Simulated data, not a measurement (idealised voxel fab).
process module | voxel ribs on slabs
cross-section cut | 150 nm wide | cells 5 nm
A cross-section is a grid of square cells, given in bands from the top down. A band is one or more rows of cells.
Each band's line starts with the height of the band's top and of its bottom, in nm. Then come its materials from left to right, each with its width in nm. One material with "throughout" fills the band from edge to edge. "air" is empty space.
Height 0 is the level under which the wafer as received is all one material. The lowest band goes on downwards, as in "0 down".
A width such as "30 to 40" changes by the same amount from each row of cells to the next, from the band's top row to its bottom row.
"no change" after a step means that no cell of the cross-section changed.
closed voids: empty space of 8 cells or more with no open way to the top, each as width x height at its distance from the left edge, in nm
after a step's settings: what the simulator itself notes on the step
overlay nm, on a step with a mask: how far to the right of its planned place the mask lay; to the left if negative
plan
1 op RECEIVE | material Si
2 op DIRECTIONAL_DEP | material SiO2 | thk nm 25
3 op DIRECTIONAL_DEP | material SiN | thk nm 15
4 op PATTERN | tone cover | mask id RIB | material resist | width nm 15 | thk nm 15 | overlay nm 0
5 op DIRECTIONAL_ETCH | etch materials SiN | depth nm 10
6 op STRIP | etch materials resist
7 op MASKED_ETCH | tone cover | mask id SLAB | width nm 55 | etch materials SiN | depth nm 5 | overlay nm 0
8 op FILL_DEP | material SiO2 | thk nm 15
9 op CMP | height nm 50
10 op DIRECTIONAL_DEP | material TiN | thk nm 5
11 op PATTERN | tone cover | mask id HEATER | material resist | width nm 25 | thk nm 20 | overlay nm 0
12 op DIRECTIONAL_ETCH | etch materials TiN | depth nm 5
13 op STRIP | etch materials resist
14 op CONFORMAL_DEP | material SiN | thk nm 5
first wafer, as planned
as received, after step 1
  0 down: Si throughout
  closed voids: none
after step 2
  25 to 0: SiO2 throughout
  below 0: unchanged
after step 3
  40 to 25: SiN throughout
  below 25: unchanged
after step 4
  55 to 40: air 65 | resist 15 | air 70
  below 40: unchanged
after step 5
  55 to 40: air 65 | resist 15 | air 70
  40 to 30: air 65 | SiN 15 | air 70
  below 30: unchanged
after step 6
  40 to 30: air 65 | SiN 15 | air 70
  below 30: unchanged
after step 7
  40 to 30: air 65 | SiN 15 | air 70
  30 to 25: air 45 | SiN 55 | air 50
  below 25: unchanged
after step 8
  55 to 40: SiO2 throughout
  40 to 30: SiO2 65 | SiN 15 | SiO2 70
  30 to 25: SiO2 45 | SiN 55 | SiO2 50
  below 25: unchanged
after step 9
  50 to 40: SiO2 throughout
  below 40: unchanged
after step 10
  55 to 50: TiN throughout
  below 50: unchanged
after step 11
  75 to 55: air 60 | resist 25 | air 65
  below 55: unchanged
after step 12
  75 to 55: air 60 | resist 25 | air 65
  55 to 50: air 60 | TiN 25 | air 65
  below 50: unchanged
after step 13
  55 to 50: air 60 | TiN 25 | air 65
  below 50: unchanged
after step 14
  60 to 55: air 55 | SiN 35 | air 60
  55 to 50: SiN 60 | TiN 25 | SiN 65
  below 50: unchanged
second wafer: like start, like plan, one mistake. Through step 3 it matches the first wafer
when step 4 should have ended
  55 to 40: resist 65 | air 15 | resist 70
  below 40: unchanged
when step 5 should have ended
  55 to 40: resist 65 | air 15 | resist 70
  40 to 30: SiN 65 | air 15 | SiN 70
  below 30: unchanged
when step 6 should have ended
  40 to 30: SiN 65 | air 15 | SiN 70
  below 30: unchanged
when step 7 should have ended
  40 to 35: air 45 | SiN 20 | air 15 | SiN 20 | air 50
  below 35: unchanged
when step 8 should have ended
  55 to 40: SiO2 throughout
  40 to 35: SiO2 45 | SiN 20 | SiO2 15 | SiN 20 | SiO2 50
  35 to 30: SiN 65 | SiO2 15 | SiN 70
  below 30: unchanged
when step 9 should have ended
  50 to 40: SiO2 throughout
  below 40: unchanged
when step 10 should have ended
  55 to 50: TiN throughout
  below 50: unchanged
when step 11 should have ended
  75 to 55: air 60 | resist 25 | air 65
  below 55: unchanged
when step 12 should have ended
  75 to 55: air 60 | resist 25 | air 65
  55 to 50: air 60 | TiN 25 | air 65
  below 50: unchanged
when step 13 should have ended
  55 to 50: air 60 | TiN 25 | air 65
  below 50: unchanged
when step 14 should have ended
  60 to 55: air 55 | SiN 35 | air 60
  55 to 50: SiN 60 | TiN 25 | SiN 65
  below 50: unchanged
what went wrong: step 4 ran as: op PATTERN | tone open | mask id RIB | material resist | width nm 15 | thk nm 15 | overlay nm 0
at the end the second wafer has, in cells: 48 more of SiN | 48 fewer of SiO2
